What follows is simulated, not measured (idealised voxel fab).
process module | voxel wiring stack
cross-section cut | 240 nm wide | cells 5 nm
A cross-section is a grid of square cells, given in bands from the top down. A band is one or more rows of cells.
Each band's line starts with the height of the band's top and of its bottom, in nm. Then come its materials from left to right, each with its width in nm. One material with "throughout" fills the band from edge to edge. "air" is empty space.
Height 0 is the level under which the wafer as received is all one material. The lowest band goes on downwards, as in "0 down".
A width such as "30 to 40" changes by the same amount from each row of cells to the next, from the band's top row to its bottom row.
"no change" after a step means that no cell of the cross-section changed.
closed voids: empty space of 8 cells or more with no open way to the top, each as width x height at its distance from the left edge, in nm
after a step's settings: what the simulator itself notes on the step
overlay nm, on a step with a mask: how far to the right of its planned place the mask lay; to the left if negative
plan
1 op RECEIVE | material Si
2 op CONFORMAL_DEP | material SiO2 | thk nm 10
3 op DIRECTIONAL_DEP | material TiN | thk nm 5
4 op DIRECTIONAL_DEP | material Ru | thk nm 25
5 op MASKED_ETCH | tone cover | mask id METAL_1 | width nm 20 | pitch nm 50 | etch materials Ru | depth nm 25 | overlay nm 0
6 op MASKED_ETCH | tone cover | mask id METAL_1 | width nm 15 | pitch nm 50 | etch materials TiN | depth nm 5 | overlay nm 0
7 op CONFORMAL_DEP | material SiCN | thk nm 5
8 op FILL_DEP | material lowk | thk nm 10
9 op CMP | height nm 40
10 op CONFORMAL_DEP | material SiCN | thk nm 5
11 op DIRECTIONAL_DEP | material lowk | thk nm 15
12 op DIRECTIONAL_DEP | material aC | thk nm 15
13 op PATTERN | tone open | mask id PLUG_1 | material resist | width nm 15 | pitch nm 50 | thk nm 30 | overlay nm 0
14 op DIRECTIONAL_ETCH | etch materials aC | depth nm 15
15 op STRIP | etch materials resist
16 op DIRECTIONAL_ETCH | etch materials lowk | depth nm 15
17 op DIRECTIONAL_ETCH | etch materials SiCN | depth nm 5
18 op STRIP | etch materials aC
19 op EPI | material Ru | thk nm 10
20 op EPI | material Ru | thk nm 10
21 op CONFORMAL_DEP | material SiN | thk nm 5
22 op DIRECTIONAL_DEP | material SiO2 | thk nm 25
23 op PATTERN | tone open | mask id METAL_2 | material resist | width nm 20 | pitch nm 50 | thk nm 15 | overlay nm 0
24 op DIRECTIONAL_ETCH | etch materials SiO2 | depth nm 25
25 op DIRECTIONAL_ETCH | etch materials SiN | depth nm 5
26 op STRIP | etch materials resist
27 op CONFORMAL_DEP | material TiN | thk nm 5
28 op FILL_DEP | material Ru | thk nm 10
29 op CMP | height nm 90
30 op CONFORMAL_DEP | material SiCN | thk nm 5
31 op DIRECTIONAL_DEP | material lowk | thk nm 30
32 op MASKED_ETCH | tone open | mask id METAL_3 | width nm 20 | pitch nm 50 | etch materials lowk | depth nm 15 | overlay nm 0
33 op PATTERN | tone open | mask id METAL_3_HOLES | material resist | width nm 15 | pitch nm 100 | thk nm 20 | overlay nm 0
34 op DIRECTIONAL_ETCH | etch materials lowk | depth nm 15
35 op DIRECTIONAL_ETCH | etch materials SiCN | depth nm 5
36 op STRIP | etch materials resist
37 op CONFORMAL_DEP | material TiN | thk nm 5
38 op FILL_DEP | material Ru | thk nm 10
39 op CMP | height nm 125
40 op CONFORMAL_DEP | material SiCN | thk nm 5
41 op DIRECTIONAL_DEP | material SiO2 | thk nm 30
42 op DIRECTIONAL_DEP | material aC | thk nm 10
43 op PATTERN | tone open | mask id METAL_4 | material resist | width nm 20 | pitch nm 50 | thk nm 30 | overlay nm 0
44 op DIRECTIONAL_ETCH | etch materials aC | depth nm 10
45 op STRIP | etch materials resist
46 op DIRECTIONAL_ETCH | etch materials SiO2 | depth nm 15
47 op STRIP | etch materials aC
48 op MASKED_ETCH | tone open | mask id METAL_4_HOLES | width nm 15 | pitch nm 100 | etch materials SiO2 | depth nm 15 | overlay nm 0
49 op MASKED_ETCH | tone open | mask id METAL_4_HOLES | width nm 15 | pitch nm 100 | etch materials SiCN | depth nm 5 | overlay nm 0
50 op CONFORMAL_DEP | material TiN | thk nm 5
51 op FILL_DEP | material Cu | thk nm 5
52 op CMP | height nm 160
53 op CONFORMAL_DEP | material SiCN | thk nm 5
varied across the wafers: width nm of step 6. The plan shows the first wafer's value. All wafers start alike
first wafer as received, after step 1
  0 down: Si throughout
  closed voids: none
first wafer at the end, after step 53
  165 to 160: SiCN throughout
  160 to 150: SiO2 60 | TiN 5 | Cu 10 | TiN 5 | SiO2 30 | TiN 5 | Cu 10 | TiN 5 | SiO2 30 | TiN 5 | Cu 10 | TiN 5 | SiO2 60
  150 to 145: SiO2 60 | TiN 5 | Cu 5 | TiN 10 | SiO2 30 | TiN 20 | SiO2 30 | TiN 5 | Cu 5 | TiN 10 | SiO2 60
  145 to 130: SiO2 60 | TiN 5 | Cu 5 | TiN 5 | SiO2 85 | TiN 5 | Cu 5 | TiN 5 | SiO2 65
  130 to 125: SiCN 60 | TiN 15 | SiCN 85 | TiN 15 | SiCN 65
  125 to 115: lowk 60 | TiN 5 | Ru 10 | TiN 5 | lowk 30 | TiN 5 | Ru 10 | TiN 5 | lowk 30 | TiN 5 | Ru 10 | TiN 5 | lowk 60
  115 to 110: lowk 60 | TiN 5 | Ru 5 | TiN 10 | lowk 30 | TiN 20 | lowk 30 | TiN 5 | Ru 5 | TiN 10 | lowk 60
  110 to 95: lowk 60 | TiN 5 | Ru 5 | TiN 5 | lowk 85 | TiN 5 | Ru 5 | TiN 5 | lowk 65
  95 to 90: SiCN 60 | TiN 15 | SiCN 85 | TiN 15 | SiCN 65
  90 to 65: SiO2 60 | TiN 5 | Ru 10 | TiN 5 | SiO2 30 | TiN 5 | Ru 10 | TiN 5 | SiO2 30 | TiN 5 | Ru 10 | TiN 5 | SiO2 60
  65 to 60: SiN 60 | TiN 20 | SiN 30 | TiN 20 | SiN 30 | TiN 20 | SiN 60
  60 to 45: lowk 60 | Ru 15 | lowk 35 | Ru 15 | lowk 35 | Ru 15 | lowk 65
  45 to 40: SiCN 60 | Ru 15 | SiCN 35 | Ru 15 | SiCN 35 | Ru 15 | SiCN 65
  40 to 15: lowk 55 | SiCN 5 | Ru 20 | SiCN 5 | lowk 20 | SiCN 5 | Ru 20 | SiCN 5 | lowk 20 | SiCN 5 | Ru 20 | SiCN 5 | lowk 55
  15 to 10: SiCN 60 | TiN 20 | SiCN 30 | TiN 20 | SiCN 30 | TiN 20 | SiCN 60
  10 to 0: SiO2 throughout
  0 down: Si throughout
  closed voids: none
last wafer at the end
  165 to 160: SiCN throughout
  160 to 150: SiO2 60 | TiN 5 | Cu 10 | TiN 5 | SiO2 30 | TiN 5 | Cu 10 | TiN 5 | SiO2 30 | TiN 5 | Cu 10 | TiN 5 | SiO2 60
  150 to 145: SiO2 60 | TiN 5 | Cu 5 | TiN 10 | SiO2 30 | TiN 20 | SiO2 30 | TiN 5 | Cu 5 | TiN 10 | SiO2 60
  145 to 130: SiO2 60 | TiN 5 | Cu 5 | TiN 5 | SiO2 85 | TiN 5 | Cu 5 | TiN 5 | SiO2 65
  130 to 125: SiCN 60 | TiN 15 | SiCN 85 | TiN 15 | SiCN 65
  125 to 115: lowk 60 | TiN 5 | Ru 10 | TiN 5 | lowk 30 | TiN 5 | Ru 10 | TiN 5 | lowk 30 | TiN 5 | Ru 10 | TiN 5 | lowk 60
  115 to 110: lowk 60 | TiN 5 | Ru 5 | TiN 10 | lowk 30 | TiN 20 | lowk 30 | TiN 5 | Ru 5 | TiN 10 | lowk 60
  110 to 95: lowk 60 | TiN 5 | Ru 5 | TiN 5 | lowk 85 | TiN 5 | Ru 5 | TiN 5 | lowk 65
  95 to 90: SiCN 60 | TiN 15 | SiCN 85 | TiN 15 | SiCN 65
  90 to 65: SiO2 60 | TiN 5 | Ru 10 | TiN 5 | SiO2 30 | TiN 5 | Ru 10 | TiN 5 | SiO2 30 | TiN 5 | Ru 10 | TiN 5 | SiO2 60
  65 to 60: SiN 60 | TiN 20 | SiN 30 | TiN 20 | SiN 30 | TiN 20 | SiN 60
  60 to 45: lowk 60 | Ru 15 | lowk 35 | Ru 15 | lowk 35 | Ru 15 | lowk 65
  45 to 40: SiCN 60 | Ru 15 | SiCN 35 | Ru 15 | SiCN 35 | Ru 15 | SiCN 65
  40 to 20: lowk 55 | SiCN 5 | Ru 20 | SiCN 5 | lowk 20 | SiCN 5 | Ru 20 | SiCN 5 | lowk 20 | SiCN 5 | Ru 20 | SiCN 5 | lowk 55
  20 to 15: lowk 50 | SiCN 10 | Ru 20 | SiCN 15 | lowk 5 | SiCN 10 | Ru 20 | SiCN 15 | lowk 5 | SiCN 10 | Ru 20 | SiCN 15 | lowk 45
  15 to 10: SiCN 55 | TiN 35 | SiCN 15 | TiN 35 | SiCN 15 | TiN 35 | SiCN 50
  10 to 0: SiO2 throughout
  0 down: Si throughout
  closed voids: none
each wafer at the end: cells of each material gained (+) or lost (-) since it was received, then its closed voids
width nm 15 | +20 Cu | +146 Ru | +237 SiCN | +36 SiN | +510 SiO2 | +134 TiN | +501 lowk | closed voids: none
width nm 20 | +20 Cu | +146 Ru | +237 SiCN | +36 SiN | +510 SiO2 | +134 TiN | +501 lowk | closed voids: none
width nm 25 | +20 Cu | +146 Ru | +237 SiCN | +36 SiN | +510 SiO2 | +137 TiN | +498 lowk | closed voids: none
width nm 30 | +20 Cu | +146 Ru | +237 SiCN | +36 SiN | +510 SiO2 | +140 TiN | +495 lowk | closed voids: none
width nm 35 | +20 Cu | +146 Ru | +237 SiCN | +36 SiN | +510 SiO2 | +143 TiN | +492 lowk | closed voids: none
